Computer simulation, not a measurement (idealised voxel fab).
The following process module bears the name voxel transistor to metal.
Square cell edge 5 nm, section width 210 nm, ID cut.
Think of the cross-section as a grid of square cells. We describe it in bands, top to bottom, and each band covers one or more rows of those cells. This entry defines a band. It first specifies the height of the band's top and the height of its bottom in nm, and then specifies the band's materials from left to right, stating each material with its width in nm. The word "full width" identifies a single material that fills the band from edge to edge, while the word "blank" identifies empty space. Height reference: 0 = level under which incoming wafer is all one material. Lowest band: no bottom, runs on downward, e.g. "0 down". A two-number width, for instance "30 to 40", indicates that the width is equal to the first number in the top row of the band and to the second number in the bottom row, and that it changes by a constant amount per row of cells. For the purposes of this document, the phrase "remained unchanged" attached to a step denotes that no cell within the cross-section was modified by that step. The label "Enclosed void inventory" introduces a list of the empty spaces, 8 cells or larger, that have no open way up to the top; each entry in it reads width x height at distance, where the distance is taken from the left edge and all three are stated in nm. Past the settings on a step's line: simulator remark, on that step. Each step line may optionally specify "overlay nm", which for a step with a mask gives the rightward distance between the mask's planned place and where it lay, a negative value indicating the leftward direction. Each pair of cross-sections that follows straddles one process step: the one shows the state before the step, the other the state after it, down to the lowest band that changed and no further. The step in question, and its settings, are given under the pair. Note that a pair is not necessarily a continuation of the pair above it, since pairs can come from different runs of this module on the same starting wafer; it is a continuation only where its entry headed "Before step" says so.
-- Before step
50 to 45: 60 of TiN; 10 of blank; 65 of TiN; 10 of blank; 65 of TiN
45 to 30: 55 of SiO2; 5 of TiN; 10 of blank; 5 of TiN; 55 of SiO2; 5 of TiN; 10 of blank; 5 of TiN; 60 of SiO2
30 to 20: 55 of SiO2; 5 of TiN; 10 of blank; 5 of TiN; 10 of SiO2; 10 of SiN; 15 of polySi; 10 of SiN; 10 of SiO2; 5 of TiN; 10 of blank; 5 of TiN; 60 of SiO2
20 to 15: 55 of SiO2; 20 of TiN; 10 of SiO2; 10 of SiN; 15 of polySi; 10 of SiN; 10 of SiO2; 20 of TiN; 60 of SiO2
15 to 0: 45 of SiO2; 115 of SiN; 50 of SiO2
0 to -5: SiO2 full width
-5 to -35: 50 of SiO2; 105 of Si; 55 of SiO2
-35 down: Si full width
Enclosed void inventory: none
-- Resultant Cross-Section
55 to 50: W full width
50 to 45: 60 of TiN; 10 of W; 65 of TiN; 10 of W; 65 of TiN
45 to 30: 55 of SiO2; 5 of TiN; 10 of W; 5 of TiN; 55 of SiO2; 5 of TiN; 10 of W; 5 of TiN; 60 of SiO2
30 to 20: 55 of SiO2; 5 of TiN; 10 of W; 5 of TiN; 10 of SiO2; 10 of SiN; 15 of polySi; 10 of SiN; 10 of SiO2; 5 of TiN; 10 of W; 5 of TiN; 60 of SiO2
All layers under 20 are left as they were.
Enclosed void inventory: none
The before and after cross-sections above differ by one step: op FILL_DEP | material W | thk nm 5
Before step: see preceding pair, after cross-section.
-- Resultant Cross-Section
45 to 30: 55 of SiO2; 5 of TiN; 10 of W; 5 of TiN; 55 of SiO2; 5 of TiN; 10 of W; 5 of TiN; 60 of SiO2
All layers under 30 are left as they were.
Enclosed void inventory: none
The before and after cross-sections above differ by one step: op CMP | height nm 45
Before step: see preceding pair, after cross-section.
-- Resultant Cross-Section
50 to 45: SiCN full width
All layers under 45 are left as they were.
Enclosed void inventory: none
The before and after cross-sections above differ by one step: op CONFORMAL_DEP | material SiCN | thk nm 5
Before step: see preceding pair, after cross-section.
-- Resultant Cross-Section
75 to 50: lowk full width
All layers under 50 are left as they were.
Enclosed void inventory: none
The before and after cross-sections above differ by one step: op DIRECTIONAL_DEP | material lowk | thk nm 25
Before step: see preceding pair, after cross-section.
-- Resultant Cross-Section
90 to 75: 55 of resist; 20 of blank; 55 of resist; 20 of blank; 60 of resist
All layers under 75 are left as they were.
Enclosed void inventory: none
The before and after cross-sections above differ by one step: op PATTERN | tone open | mask id METAL_1 | material resist | width nm 20 | pitch nm 75 | thk nm 15 | overlay nm 0
Before step: see preceding pair, after cross-section.
-- Resultant Cross-Section
90 to 75: 55 of resist; 20 of blank; 55 of resist; 20 of blank; 60 of resist
75 to 50: 55 of lowk; 20 of blank; 55 of lowk; 20 of blank; 60 of lowk
All layers under 50 are left as they were.
Enclosed void inventory: none
The before and after cross-sections above differ by one step: op DIRECTIONAL_ETCH | etch materials lowk | depth nm 25
Before step: see preceding pair, after cross-section.
-- Resultant Cross-Section
90 to 75: 55 of resist; 20 of blank; 55 of resist; 20 of blank; 60 of resist
75 to 50: 55 of lowk; 20 of blank; 55 of lowk; 20 of blank; 60 of lowk
50 to 45: 55 of SiCN; 20 of blank; 55 of SiCN; 20 of blank; 60 of SiCN
All layers under 45 are left as they were.
Enclosed void inventory: none
The before and after cross-sections above differ by one step: op DIRECTIONAL_ETCH | etch materials SiCN | depth nm 5
Before step: see preceding pair, after cross-section.
-- Resultant Cross-Section
75 to 50: 55 of lowk; 20 of blank; 55 of lowk; 20 of blank; 60 of lowk
All layers under 50 are left as they were.
Enclosed void inventory: none
The before and after cross-sections above differ by one step: op STRIP | etch materials resist
Before step: see preceding pair, after cross-section.
-- Resultant Cross-Section
80 to 75: 60 of TiN; 10 of blank; 65 of TiN; 10 of blank; 65 of TiN
75 to 50: 55 of lowk; 5 of TiN; 10 of blank; 5 of TiN; 55 of lowk; 5 of TiN; 10 of blank; 5 of TiN; 60 of lowk
50 to 45: 55 of SiCN; 20 of TiN; 55 of SiCN; 20 of TiN; 60 of SiCN
All layers under 45 are left as they were.
Enclosed void inventory: none
The before and after cross-sections above differ by one step: op CONFORMAL_DEP | material TiN | thk nm 5
Before step: see preceding pair, after cross-section.
-- Resultant Cross-Section
90 to 80: Ru full width
80 to 75: 60 of TiN; 10 of Ru; 65 of TiN; 10 of Ru; 65 of TiN
75 to 50: 55 of lowk; 5 of TiN; 10 of Ru; 5 of TiN; 55 of lowk; 5 of TiN; 10 of Ru; 5 of TiN; 60 of lowk
All layers under 50 are left as they were.
Enclosed void inventory: none
The before and after cross-sections above differ by one step: op FILL_DEP | material Ru | thk nm 10
Before step: see preceding pair, after cross-section.
-- Resultant Cross-Section
75 to 50: 55 of lowk; 5 of TiN; 10 of Ru; 5 of TiN; 55 of lowk; 5 of TiN; 10 of Ru; 5 of TiN; 60 of lowk
All layers under 50 are left as they were.
Enclosed void inventory: none
The before and after cross-sections above differ by one step: op CMP | height nm 75
Before step: see preceding pair, after cross-section.
-- Resultant Cross-Section
80 to 75: SiN full width
All layers under 75 are left as they were.
Enclosed void inventory: none
The before and after cross-sections above differ by one step: op CONFORMAL_DEP | material SiN | thk nm 5
-- Before step
30 to 20: 85 of blank; 10 of SiN; 15 of SiCN; 10 of SiN; 90 of blank
20 to 5: 85 of blank; 10 of SiN; 15 of polySi; 10 of SiN; 90 of blank
5 to 0: 70 of blank; 15 of nSi; 10 of SiN; 15 of polySi; 10 of SiN; 15 of nSi; 75 of blank
0 to -5: 40 of blank; 10 of SiN; 20 of blank; 15 of nSi; 10 of SiN; 15 of polySi; 10 of SiN; 15 of nSi; 20 of blank; 10 of SiN; 45 of blank
-5 to -10: 50 of SiO2; 35 of nSi; 35 of SiO2; 35 of nSi; 55 of SiO2
-10 to -20: 50 of SiO2; 35 of nSi; 35 of Si; 35 of nSi; 55 of SiO2
-20 to -35: 50 of SiO2; 105 of Si; 55 of SiO2
-35 down: Si full width
Enclosed void inventory: none
-- Resultant Cross-Section
30 to 20: 85 of blank; 10 of SiN; 15 of SiCN; 10 of SiN; 90 of blank
20 to 10: 55 of blank; 30 of nSi; 10 of SiN; 15 of polySi; 10 of SiN; 30 of nSi; 60 of blank
10 to 0: 40 of blank; 45 of nSi; 10 of SiN; 15 of polySi; 10 of SiN; 45 of nSi; 45 of blank
0 to -5: 40 of blank; 10 of SiN; 35 of nSi; 10 of SiN; 15 of polySi; 10 of SiN; 35 of nSi; 10 of SiN; 45 of blank
All layers under -5 are left as they were.
Enclosed void inventory: none
The before and after cross-sections above differ by one step: op EPI | material nSi | thk nm 15
Before step: see preceding pair, after cross-section.
-- Resultant Cross-Section
35 to 30: SiO2 full width
30 to 20: 85 of SiO2; 10 of SiN; 15 of SiCN; 10 of SiN; 90 of SiO2
20 to 10: 55 of SiO2; 30 of nSi; 10 of SiN; 15 of polySi; 10 of SiN; 30 of nSi; 60 of SiO2
10 to 0: 40 of SiO2; 45 of nSi; 10 of SiN; 15 of polySi; 10 of SiN; 45 of nSi; 45 of SiO2
0 to -5: 40 of SiO2; 10 of SiN; 35 of nSi; 10 of SiN; 15 of polySi; 10 of SiN; 35 of nSi; 10 of SiN; 45 of SiO2
All layers under -5 are left as they were.
Enclosed void inventory: none
The before and after cross-sections above differ by one step: op FILL_DEP | material SiO2 | thk nm 5
Before step: see preceding pair, after cross-section.
-- Resultant Cross-Section
30 to 20: 85 of SiO2; 10 of SiN; 15 of SiCN; 10 of SiN; 90 of SiO2
All layers under 20 are left as they were.
Enclosed void inventory: none
The before and after cross-sections above differ by one step: op CMP | height nm 30
Before step: see preceding pair, after cross-section.
-- Resultant Cross-Section
45 to 30: SiO2 full width
All layers under 30 are left as they were.
Enclosed void inventory: none
The before and after cross-sections above differ by one step: op DIRECTIONAL_DEP | material SiO2 | thk nm 15
Before step: see preceding pair, after cross-section.
-- Resultant Cross-Section
55 to 45: aC full width
All layers under 45 are left as they were.
Enclosed void inventory: none
The before and after cross-sections above differ by one step: op DIRECTIONAL_DEP | material aC | thk nm 10
Before step: see preceding pair, after cross-section.
-- Resultant Cross-Section
85 to 55: 55 of resist; 20 of blank; 55 of resist; 20 of blank; 60 of resist
All layers under 55 are left as they were.
Enclosed void inventory: none
The before and after cross-sections above differ by one step: op PATTERN | tone open | mask id CONTACT | material resist | width nm 20 | pitch nm 75 | thk nm 30 | overlay nm 0
Before step: see preceding pair, after cross-section.
-- Resultant Cross-Section
75 to 55: 55 of resist; 20 of blank; 55 of resist; 20 of blank; 60 of resist
55 to 45: 55 of aC; 20 of blank; 55 of aC; 20 of blank; 60 of aC
All layers under 45 are left as they were.
Enclosed void inventory: none
The before and after cross-sections above differ by one step: op DIRECTIONAL_ETCH | etch materials aC | depth nm 10
Before step: see preceding pair, after cross-section.
-- Resultant Cross-Section
55 to 45: 55 of aC; 20 of blank; 55 of aC; 20 of blank; 60 of aC
All layers under 45 are left as they were.
Enclosed void inventory: none
The before and after cross-sections above differ by one step: op STRIP | etch materials resist
Before step: see preceding pair, after cross-section.
-- Resultant Cross-Section
55 to 45: 55 of aC; 20 of blank; 55 of aC; 20 of blank; 60 of aC
45 to 30: 55 of SiO2; 20 of blank; 55 of SiO2; 20 of blank; 60 of SiO2
30 to 20: 55 of SiO2; 20 of blank; 10 of SiO2; 10 of SiN; 15 of SiCN; 10 of SiN; 10 of SiO2; 20 of blank; 60 of SiO2
All layers under 20 are left as they were.
Enclosed void inventory: none
The before and after cross-sections above differ by one step: op DIRECTIONAL_ETCH | etch materials SiO2 | depth nm 50
Before step: see preceding pair, after cross-section.
-- Resultant Cross-Section
45 to 30: 55 of SiO2; 20 of blank; 55 of SiO2; 20 of blank; 60 of SiO2
All layers under 30 are left as they were.
Enclosed void inventory: none
The before and after cross-sections above differ by one step: op STRIP | etch materials aC
Before step: see preceding pair, after cross-section.
-- Resultant Cross-Section
50 to 45: 60 of TiN; 10 of blank; 65 of TiN; 10 of blank; 65 of TiN
45 to 30: 55 of SiO2; 5 of TiN; 10 of blank; 5 of TiN; 55 of SiO2; 5 of TiN; 10 of blank; 5 of TiN; 60 of SiO2
30 to 25: 55 of SiO2; 5 of TiN; 10 of blank; 5 of TiN; 10 of SiO2; 10 of SiN; 15 of SiCN; 10 of SiN; 10 of SiO2; 5 of TiN; 10 of blank; 5 of TiN; 60 of SiO2
25 to 20: 55 of SiO2; 20 of TiN; 10 of SiO2; 10 of SiN; 15 of SiCN; 10 of SiN; 10 of SiO2; 20 of TiN; 60 of SiO2
All layers under 20 are left as they were.
Enclosed void inventory: none
The before and after cross-sections above differ by one step: op CONFORMAL_DEP | material TiN | thk nm 5
Before step: see preceding pair, after cross-section.
-- Resultant Cross-Section
55 to 50: W full width
50 to 45: 60 of TiN; 10 of W; 65 of TiN; 10 of W; 65 of TiN
45 to 30: 55 of SiO2; 5 of TiN; 10 of W; 5 of TiN; 55 of SiO2; 5 of TiN; 10 of W; 5 of TiN; 60 of SiO2
30 to 25: 55 of SiO2; 5 of TiN; 10 of W; 5 of TiN; 10 of SiO2; 10 of SiN; 15 of SiCN; 10 of SiN; 10 of SiO2; 5 of TiN; 10 of W; 5 of TiN; 60 of SiO2
All layers under 25 are left as they were.
Enclosed void inventory: none
The before and after cross-sections above differ by one step: op FILL_DEP | material W | thk nm 5
Before step: see preceding pair, after cross-section.
-- Resultant Cross-Section
45 to 30: 55 of SiO2; 5 of TiN; 10 of W; 5 of TiN; 55 of SiO2; 5 of TiN; 10 of W; 5 of TiN; 60 of SiO2
All layers under 30 are left as they were.
Enclosed void inventory: none
The before and after cross-sections above differ by one step: op CMP | height nm 45
Before step: see preceding pair, after cross-section.
-- Resultant Cross-Section
50 to 45: SiCN full width
All layers under 45 are left as they were.
Enclosed void inventory: none
The before and after cross-sections above differ by one step: op CONFORMAL_DEP | material SiCN | thk nm 5
Before step: see preceding pair, after cross-section.
-- Resultant Cross-Section
75 to 50: lowk full width
All layers under 50 are left as they were.
Enclosed void inventory: none
The before and after cross-sections above differ by one step: op DIRECTIONAL_DEP | material lowk | thk nm 25
Before step: see preceding pair, after cross-section.
-- Resultant Cross-Section
90 to 75: 55 of resist; 20 of blank; 55 of resist; 20 of blank; 60 of resist
All layers under 75 are left as they were.
Enclosed void inventory: none
The before and after cross-sections above differ by one step: op PATTERN | tone open | mask id METAL_1 | material resist | width nm 20 | pitch nm 75 | thk nm 15 | overlay nm 0
Before step: see preceding pair, after cross-section.
-- Resultant Cross-Section
90 to 75: 55 of resist; 20 of blank; 55 of resist; 20 of blank; 60 of resist
75 to 50: 55 of lowk; 20 of blank; 55 of lowk; 20 of blank; 60 of lowk
All layers under 50 are left as they were.
Enclosed void inventory: none
The before and after cross-sections above differ by one step: op DIRECTIONAL_ETCH | etch materials lowk | depth nm 25
Before step: see preceding pair, after cross-section.
-- Resultant Cross-Section
90 to 75: 55 of resist; 20 of blank; 55 of resist; 20 of blank; 60 of resist
75 to 50: 55 of lowk; 20 of blank; 55 of lowk; 20 of blank; 60 of lowk
50 to 45: 55 of SiCN; 20 of blank; 55 of SiCN; 20 of blank; 60 of SiCN
All layers under 45 are left as they were.
Enclosed void inventory: none
The before and after cross-sections above differ by one step: op DIRECTIONAL_ETCH | etch materials SiCN | depth nm 5
Before step: see preceding pair, after cross-section.
-- Resultant Cross-Section
75 to 50: 55 of lowk; 20 of blank; 55 of lowk; 20 of blank; 60 of lowk
All layers under 50 are left as they were.
Enclosed void inventory: none
The before and after cross-sections above differ by one step: op STRIP | etch materials resist
Before step: see preceding pair, after cross-section.
-- Resultant Cross-Section
80 to 75: 60 of TiN; 10 of blank; 65 of TiN; 10 of blank; 65 of TiN
75 to 50: 55 of lowk; 5 of TiN; 10 of blank; 5 of TiN; 55 of lowk; 5 of TiN; 10 of blank; 5 of TiN; 60 of lowk
50 to 45: 55 of SiCN; 20 of TiN; 55 of SiCN; 20 of TiN; 60 of SiCN
All layers under 45 are left as they were.
Enclosed void inventory: none
The before and after cross-sections above differ by one step: op CONFORMAL_DEP | material TiN | thk nm 5
Before step: see preceding pair, after cross-section.
-- Resultant Cross-Section
90 to 80: Ru full width
80 to 75: 60 of TiN; 10 of Ru; 65 of TiN; 10 of Ru; 65 of TiN
75 to 50: 55 of lowk; 5 of TiN; 10 of Ru; 5 of TiN; 55 of lowk; 5 of TiN; 10 of Ru; 5 of TiN; 60 of lowk
All layers under 50 are left as they were.
Enclosed void inventory: none
The before and after cross-sections above differ by one step: op FILL_DEP | material Ru | thk nm 10
Before step: see preceding pair, after cross-section.
-- Resultant Cross-Section
75 to 50: 55 of lowk; 5 of TiN; 10 of Ru; 5 of TiN; 55 of lowk; 5 of TiN; 10 of Ru; 5 of TiN; 60 of lowk
All layers under 50 are left as they were.
Enclosed void inventory: none
The before and after cross-sections above differ by one step: op CMP | height nm 75
Before step: see preceding pair, after cross-section.
-- Resultant Cross-Section
80 to 75: SiN full width
All layers under 75 are left as they were.
Enclosed void inventory: none
The before and after cross-sections above differ by one step: op CONFORMAL_DEP | material SiN | thk nm 5
-- Before step
15 to 0: 45 of SiO2; 115 of SiN; 50 of SiO2
0 to -5: SiO2 full width
-5 to -35: 50 of SiO2; 105 of Si; 55 of SiO2
-35 down: Si full width
Enclosed void inventory: none
-- Resultant Cross-Section
15 to 0: 45 of SiO2; 115 of blank; 50 of SiO2
All layers under 0 are left as they were.
Enclosed void inventory: none
The before and after cross-sections above differ by one step: op STRIP | etch materials SiN
Before step: see preceding pair, after cross-section.
-- Resultant Cross-Section
5 to -5: 35 of SiO2; 135 of blank; 40 of SiO2
-5 to -10: 35 of SiO2; 15 of blank; 105 of Si; 15 of blank; 40 of SiO2
All layers under -10 are left as they were.
Enclosed void inventory: none
The before and after cross-sections above differ by one step: op SELECTIVE_ETCH | etch materials SiO2 | depth nm 10
Before step: see preceding pair, after cross-section.
-- Resultant Cross-Section
0 to -5: 30 of SiO2; 145 of blank; 35 of SiO2
-5 to -15: 30 of SiO2; 20 of blank; 105 of Si; 20 of blank; 35 of SiO2
All layers under -15 are left as they were.
Enclosed void inventory: none
The before and after cross-sections above differ by one step: op SELECTIVE_ETCH | etch materials SiO2 | depth nm 5
Before step: see preceding pair, after cross-section.
-- Resultant Cross-Section
0 to -5: 30 of SiO2; 145 of blank; 35 of SiO2
-5 to -10: 30 of SiO2; 20 of blank; 105 of SiO2; 20 of blank; 35 of SiO2
-10 to -15: 30 of SiO2; 20 of blank; 5 of SiO2; 95 of Si; 5 of SiO2; 20 of blank; 35 of SiO2
-15 to -20: 55 of SiO2; 95 of Si; 60 of SiO2
All layers under -20 are left as they were.
Enclosed void inventory: none
The before and after cross-sections above differ by one step: op OXIDIZE | depth nm 5
Before step: see preceding pair, after cross-section.
-- Resultant Cross-Section
25 to 20: 30 of polySi; 145 of blank; 35 of polySi
20 to 10: 30 of polySi; 20 of blank; 105 of polySi; 20 of blank; 35 of polySi
10 to 0: polySi full width
0 to -5: 30 of SiO2; 145 of polySi; 35 of SiO2
-5 to -10: 30 of SiO2; 20 of polySi; 105 of SiO2; 20 of polySi; 35 of SiO2
-10 to -15: 30 of SiO2; 20 of polySi; 5 of SiO2; 95 of Si; 5 of SiO2; 20 of polySi; 35 of SiO2
All layers under -15 are left as they were.
Enclosed void inventory: none
The before and after cross-sections above differ by one step: op DIRECTIONAL_DEP | material polySi | thk nm 25
Before step: see preceding pair, after cross-section.
-- Resultant Cross-Section
35 to 30: 30 of SiCN; 145 of blank; 35 of SiCN
30 to 25: 30 of SiCN; 20 of blank; 105 of SiCN; 20 of blank; 35 of SiCN
25 to 20: 30 of polySi; 20 of blank; 105 of SiCN; 20 of blank; 35 of polySi
20 to 10: 30 of polySi; 20 of SiCN; 105 of polySi; 20 of SiCN; 35 of polySi
All layers under 10 are left as they were.
Enclosed void inventory: none
The before and after cross-sections above differ by one step: op DIRECTIONAL_DEP | material SiCN | thk nm 10
Before step: see preceding pair, after cross-section.
-- Resultant Cross-Section
45 to 40: 30 of aC; 145 of blank; 35 of aC
40 to 35: 30 of aC; 20 of blank; 105 of aC; 20 of blank; 35 of aC
35 to 30: 30 of SiCN; 20 of blank; 105 of aC; 20 of blank; 35 of SiCN
30 to 25: 30 of SiCN; 20 of aC; 105 of SiCN; 20 of aC; 35 of SiCN
25 to 20: 30 of polySi; 20 of aC; 105 of SiCN; 20 of aC; 35 of polySi
All layers under 20 are left as they were.
Enclosed void inventory: none
The before and after cross-sections above differ by one step: op DIRECTIONAL_DEP | material aC | thk nm 10
Before step: see preceding pair, after cross-section.
-- Resultant Cross-Section
70 to 45: 95 of blank; 15 of resist; 100 of blank
45 to 40: 30 of aC; 65 of blank; 15 of resist; 65 of blank; 35 of aC
All layers under 40 are left as they were.
Enclosed void inventory: none
The before and after cross-sections above differ by one step: op PATTERN | tone cover | mask id GATE | material resist | width nm 15 | thk nm 25 | overlay nm 0
Before step: see preceding pair, after cross-section.
-- Resultant Cross-Section
60 to 40: 95 of blank; 15 of resist; 100 of blank
40 to 35: 95 of blank; 15 of aC; 100 of blank
35 to 30: 30 of SiCN; 65 of blank; 15 of aC; 65 of blank; 35 of SiCN
30 to 25: 30 of SiCN; 20 of blank; 105 of SiCN; 20 of blank; 35 of SiCN
25 to 20: 30 of polySi; 20 of blank; 105 of SiCN; 20 of blank; 35 of polySi
All layers under 20 are left as they were.
Enclosed void inventory: none
The before and after cross-sections above differ by one step: op DIRECTIONAL_ETCH | etch materials aC | depth nm 10
Before step: see preceding pair, after cross-section.
-- Resultant Cross-Section
40 to 35: 95 of blank; 15 of aC; 100 of blank
All layers under 35 are left as they were.
Enclosed void inventory: none
The before and after cross-sections above differ by one step: op STRIP | etch materials resist
Before step: see preceding pair, after cross-section.
-- Resultant Cross-Section
40 to 30: 95 of blank; 15 of aC; 100 of blank
30 to 25: 95 of blank; 15 of SiCN; 100 of blank
25 to 20: 30 of polySi; 65 of blank; 15 of SiCN; 65 of blank; 35 of polySi
20 to 10: 30 of polySi; 20 of blank; 105 of polySi; 20 of blank; 35 of polySi
All layers under 10 are left as they were.
Enclosed void inventory: none
The before and after cross-sections above differ by one step: op DIRECTIONAL_ETCH | etch materials SiCN | depth nm 20
Before step: see preceding pair, after cross-section.
-- Resultant Cross-Section
40 to 30: 95 of blank; 15 of aC; 100 of blank
30 to 20: 95 of blank; 15 of SiCN; 100 of blank
20 to 0: 95 of blank; 15 of polySi; 100 of blank
0 to -5: 30 of SiO2; 65 of blank; 15 of polySi; 65 of blank; 35 of SiO2
-5 to -10: 30 of SiO2; 20 of blank; 105 of SiO2; 20 of blank; 35 of SiO2
-10 to -15: 30 of SiO2; 20 of blank; 5 of SiO2; 95 of Si; 5 of SiO2; 20 of blank; 35 of SiO2
All layers under -15 are left as they were.
Enclosed void inventory: none
The before and after cross-sections above differ by one step: op DIRECTIONAL_ETCH | etch materials polySi | depth nm 35
Before step: see preceding pair, after cross-section.
-- Resultant Cross-Section
30 to 20: 95 of blank; 15 of SiCN; 100 of blank
All layers under 20 are left as they were.
Enclosed void inventory: none
The before and after cross-sections above differ by one step: op STRIP | etch materials aC
Before step: see preceding pair, after cross-section.
-- Resultant Cross-Section
40 to 30: 85 of blank; 35 of SiN; 90 of blank
30 to 20: 85 of blank; 10 of SiN; 15 of SiCN; 10 of SiN; 90 of blank
20 to 10: 85 of blank; 10 of SiN; 15 of polySi; 10 of SiN; 90 of blank
10 to 5: 40 of SiN; 45 of blank; 10 of SiN; 15 of polySi; 10 of SiN; 45 of blank; 45 of SiN
5 to 0: 95 of SiN; 15 of polySi; 100 of SiN
0 to -5: 30 of SiO2; 65 of SiN; 15 of polySi; 65 of SiN; 35 of SiO2
-5 to -10: 30 of SiO2; 20 of SiN; 105 of SiO2; 20 of SiN; 35 of SiO2
-10 to -15: 30 of SiO2; 20 of SiN; 5 of SiO2; 95 of Si; 5 of SiO2; 20 of SiN; 35 of SiO2
All layers under -15 are left as they were.
Enclosed void inventory: none
The before and after cross-sections above differ by one step: op CONFORMAL_DEP | material SiN | thk nm 10
Before step: see preceding pair, after cross-section.
-- Resultant Cross-Section
30 to 20: 85 of blank; 10 of SiN; 15 of SiCN; 10 of SiN; 90 of blank
20 to 0: 85 of blank; 10 of SiN; 15 of polySi; 10 of SiN; 90 of blank
0 to -5: 30 of SiO2; 10 of SiN; 45 of blank; 10 of SiN; 15 of polySi; 10 of SiN; 45 of blank; 10 of SiN; 35 of SiO2
All layers under -5 are left as they were.
Enclosed void inventory: none
The before and after cross-sections above differ by one step: op DIRECTIONAL_ETCH | etch materials SiN | depth nm 10
Before step: see preceding pair, after cross-section.
-- Resultant Cross-Section
30 to 20: 85 of blank; 10 of SiN; 15 of SiCN; 10 of SiN; 90 of blank
20 to 0: 85 of blank; 10 of SiN; 15 of polySi; 10 of SiN; 90 of blank
0 to -5: 30 of blank; 10 of SiN; 45 of blank; 10 of SiN; 15 of polySi; 10 of SiN; 45 of blank; 10 of SiN; 35 of blank
-5 to -10: 30 of SiO2; 20 of SiN; 35 of blank; 35 of SiO2; 35 of blank; 20 of SiN; 35 of SiO2
All layers under -10 are left as they were.
Enclosed void inventory: none
The before and after cross-sections above differ by one step: op DIRECTIONAL_ETCH | etch materials SiO2 | depth nm 5
Before step: see preceding pair, after cross-section.
-- Resultant Cross-Section
30 to 20: 85 of blank; 10 of SiN; 15 of SiCN; 10 of SiN; 90 of blank
20 to 0: 85 of blank; 10 of SiN; 15 of polySi; 10 of SiN; 90 of blank
0 to -5: 30 of blank; 10 of SiN; 45 of blank; 10 of SiN; 15 of polySi; 10 of SiN; 45 of blank; 10 of SiN; 35 of blank
-5 to -10: 30 of SiO2; 20 of SiN; 35 of blank; 35 of SiO2; 35 of blank; 20 of SiN; 35 of SiO2
-10 to -15: 30 of SiO2; 20 of SiN; 5 of SiO2; 30 of blank; 35 of Si; 30 of blank; 5 of SiO2; 20 of SiN; 35 of SiO2
-15 to -20: 55 of SiO2; 30 of blank; 35 of Si; 30 of blank; 60 of SiO2
All layers under -20 are left as they were.
Enclosed void inventory: none
The before and after cross-sections above differ by one step: op DIRECTIONAL_ETCH | etch materials Si | depth nm 10
Before step: see preceding pair, after cross-section.
-- Resultant Cross-Section
30 to 20: 85 of blank; 10 of SiN; 15 of SiCN; 10 of SiN; 90 of blank
20 to 5: 85 of blank; 10 of SiN; 15 of polySi; 10 of SiN; 90 of blank
5 to 0: 70 of blank; 15 of nSi; 10 of SiN; 15 of polySi; 10 of SiN; 15 of nSi; 75 of blank
0 to -5: 30 of blank; 10 of SiN; 30 of blank; 15 of nSi; 10 of SiN; 15 of polySi; 10 of SiN; 15 of nSi; 30 of blank; 10 of SiN; 35 of blank
-5 to -10: 30 of SiO2; 20 of SiN; 35 of nSi; 35 of SiO2; 35 of nSi; 20 of SiN; 35 of SiO2
-10 to -15: 30 of SiO2; 20 of SiN; 5 of SiO2; 30 of nSi; 35 of Si; 30 of nSi; 5 of SiO2; 20 of SiN; 35 of SiO2
-15 to -20: 55 of SiO2; 30 of nSi; 35 of Si; 30 of nSi; 60 of SiO2
All layers under -20 are left as they were.
Enclosed void inventory: none
The before and after cross-sections above differ by one step: op EPI | material nSi | thk nm 15
Before step: see preceding pair, after cross-section.
-- Resultant Cross-Section
35 to 30: SiO2 full width
30 to 20: 85 of SiO2; 10 of SiN; 15 of SiCN; 10 of SiN; 90 of SiO2
20 to 5: 85 of SiO2; 10 of SiN; 15 of polySi; 10 of SiN; 90 of SiO2
5 to 0: 70 of SiO2; 15 of nSi; 10 of SiN; 15 of polySi; 10 of SiN; 15 of nSi; 75 of SiO2
0 to -5: 30 of SiO2; 10 of SiN; 30 of SiO2; 15 of nSi; 10 of SiN; 15 of polySi; 10 of SiN; 15 of nSi; 30 of SiO2; 10 of SiN; 35 of SiO2
All layers under -5 are left as they were.
Enclosed void inventory: none
The before and after cross-sections above differ by one step: op FILL_DEP | material SiO2 | thk nm 5
Before step: see preceding pair, after cross-section.
-- Resultant Cross-Section
30 to 20: 85 of SiO2; 10 of SiN; 15 of SiCN; 10 of SiN; 90 of SiO2
All layers under 20 are left as they were.
Enclosed void inventory: none
The before and after cross-sections above differ by one step: op CMP | height nm 30
Before step: see preceding pair, after cross-section.
-- Resultant Cross-Section
45 to 30: SiO2 full width
All layers under 30 are left as they were.
Enclosed void inventory: none
The before and after cross-sections above differ by one step: op DIRECTIONAL_DEP | material SiO2 | thk nm 15
Before step: see preceding pair, after cross-section.
-- Resultant Cross-Section
55 to 45: aC full width
All layers under 45 are left as they were.
Enclosed void inventory: none
The before and after cross-sections above differ by one step: op DIRECTIONAL_DEP | material aC | thk nm 10
Before step: see preceding pair, after cross-section.
-- Resultant Cross-Section
85 to 55: 55 of resist; 20 of blank; 55 of resist; 20 of blank; 60 of resist
All layers under 55 are left as they were.
Enclosed void inventory: none
The before and after cross-sections above differ by one step: op PATTERN | tone open | mask id CONTACT | material resist | width nm 20 | pitch nm 75 | thk nm 30 | overlay nm 0
Before step: see preceding pair, after cross-section.
-- Resultant Cross-Section
75 to 55: 55 of resist; 20 of blank; 55 of resist; 20 of blank; 60 of resist
55 to 45: 55 of aC; 20 of blank; 55 of aC; 20 of blank; 60 of aC
All layers under 45 are left as they were.
Enclosed void inventory: none
The before and after cross-sections above differ by one step: op DIRECTIONAL_ETCH | etch materials aC | depth nm 10
Before step: see preceding pair, after cross-section.
-- Resultant Cross-Section
55 to 45: 55 of aC; 20 of blank; 55 of aC; 20 of blank; 60 of aC
All layers under 45 are left as they were.
Enclosed void inventory: none
The before and after cross-sections above differ by one step: op STRIP | etch materials resist
Before step: see preceding pair, after cross-section.
-- Resultant Cross-Section
55 to 45: 55 of aC; 20 of blank; 55 of aC; 20 of blank; 60 of aC
45 to 30: 55 of SiO2; 20 of blank; 55 of SiO2; 20 of blank; 60 of SiO2
30 to 20: 55 of SiO2; 20 of blank; 10 of SiO2; 10 of SiN; 15 of SiCN; 10 of SiN; 10 of SiO2; 20 of blank; 60 of SiO2
20 to 5: 55 of SiO2; 20 of blank; 10 of SiO2; 10 of SiN; 15 of polySi; 10 of SiN; 10 of SiO2; 20 of blank; 60 of SiO2
5 to 0: 55 of SiO2; 15 of blank; 15 of nSi; 10 of SiN; 15 of polySi; 10 of SiN; 15 of nSi; 15 of blank; 60 of SiO2
0 to -5: 30 of SiO2; 10 of SiN; 15 of SiO2; 15 of blank; 15 of nSi; 10 of SiN; 15 of polySi; 10 of SiN; 15 of nSi; 15 of blank; 15 of SiO2; 10 of SiN; 35 of SiO2
All layers under -5 are left as they were.
Enclosed void inventory: none
The before and after cross-sections above differ by one step: op DIRECTIONAL_ETCH | etch materials SiO2 | depth nm 50
Before step: see preceding pair, after cross-section.
-- Resultant Cross-Section
45 to 30: 55 of SiO2; 20 of blank; 55 of SiO2; 20 of blank; 60 of SiO2
All layers under 30 are left as they were.
Enclosed void inventory: none
The before and after cross-sections above differ by one step: op STRIP | etch materials aC
